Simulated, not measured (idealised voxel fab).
You're looking at the process module voxel ribs on slabs.
The width of the displayed cross-section, cut, is 155 nm; its cells are square, with a size of 5 nm.
Heads up, the way a cross-section reads in here is a grid of square cells, handed over as bands from the top down, with every band being one or more rows of cells. Per band: top height and bottom height in nm, followed by the left-to-right materials and their widths in nm; "throughout" marks a single material spanning edge to edge, "air" marks empty space. The level at which height equals 0 is the one under which the wafer, as it arrives, is entirely one material. No lower edge exists for the bottom band, which continues downward and is notated as in "0 and below". Graded width ("30 to 40"): value in top row of band = first number; value in bottom row = second number; row-to-row change constant. Any step labelled "nothing different" changed none of the cells in the cross-section. Voids not open to the top, 8 cells minimum: see "Closed void entries". Written width x height at distance; distance is from the left edge; nm. On a step's line, text after the settings is the simulator commenting on that step. Among the settings permitted on a step's line is "overlay nm"; applied to a step with a mask, it specifies the extent to which the mask lay to the right of its planned position, whereas a negative figure signifies a position to the left.
The planned process steps are enumerated hereunder:
1. RECEIVE | material Si
2. DIRECTIONAL_DEP | material SiO2 | thk nm 25
3. DIRECTIONAL_DEP | material SiN | thk nm 20
4. DIRECTIONAL_DEP | material aC | thk nm 10
5. PATTERN | tone cover | mask id RIB | material resist | width nm 30 | thk nm 25 | overlay nm 0
6. DIRECTIONAL_ETCH | etch materials aC | depth nm 10
7. STRIP | etch materials resist
8. DIRECTIONAL_ETCH | etch materials SiN | depth nm 5
9. STRIP | etch materials aC
10. MASKED_ETCH | tone cover | mask id SLAB | width nm 90 | etch materials SiN | depth nm 15 | overlay nm 0
11. FILL_DEP | material SiO2 | thk nm 25
12. CMP | height nm 60
13. DIRECTIONAL_DEP | material W | thk nm 5
14. DIRECTIONAL_DEP | material aC | thk nm 15
15. PATTERN | tone cover | mask id HEATER | material resist | width nm 40 | thk nm 30 | overlay nm 0
16. DIRECTIONAL_ETCH | etch materials aC | depth nm 15
17. STRIP | etch materials resist
18. DIRECTIONAL_ETCH | etch materials W | depth nm 5
19. STRIP | etch materials aC
20. CONFORMAL_DEP | material SiO2 | thk nm 10
Delivered wafer in cross-section: state after step 1:
> 0 and below  Si throughout
> Closed void entries: none
End-of-module cross-section of the first of two wafers, processed as planned:
> 75 down to 70  air 45 nm / SiO2 60 nm / air 50 nm
> 70 down to 65  SiO2 throughout
> 65 down to 60  SiO2 55 nm / W 40 nm / SiO2 60 nm
> 60 down to 45  SiO2 throughout
> 45 down to 40  SiO2 60 nm / SiN 30 nm / SiO2 65 nm
> 40 down to 25  SiO2 30 nm / SiN 90 nm / SiO2 35 nm
> 25 down to 0  SiO2 throughout
> 0 and below  Si throughout
> Closed void entries: none
Wafer two, sectioned after the module: the first wafer's start, the first wafer's plan, and one mistake in how it was run:
> 75 down to 70  air 45 nm / SiO2 60 nm / air 50 nm
> 70 down to 65  SiO2 throughout
> 65 down to 60  SiO2 55 nm / W 40 nm / SiO2 60 nm
> 60 down to 50  SiO2 throughout
> 50 down to 35  SiO2 30 nm / SiN 90 nm / SiO2 35 nm
> 35 down to 25  aC throughout
> 25 down to 0  SiO2 throughout
> 0 and below  Si throughout
> Closed void entries: none
Error vs. plan: plan steps 3 and 4 run swapped
Looking at both finished wafers in cells, the second ends up ahead of or behind the first on some materials: -6 SiN | -56 SiO2 | +62 aC
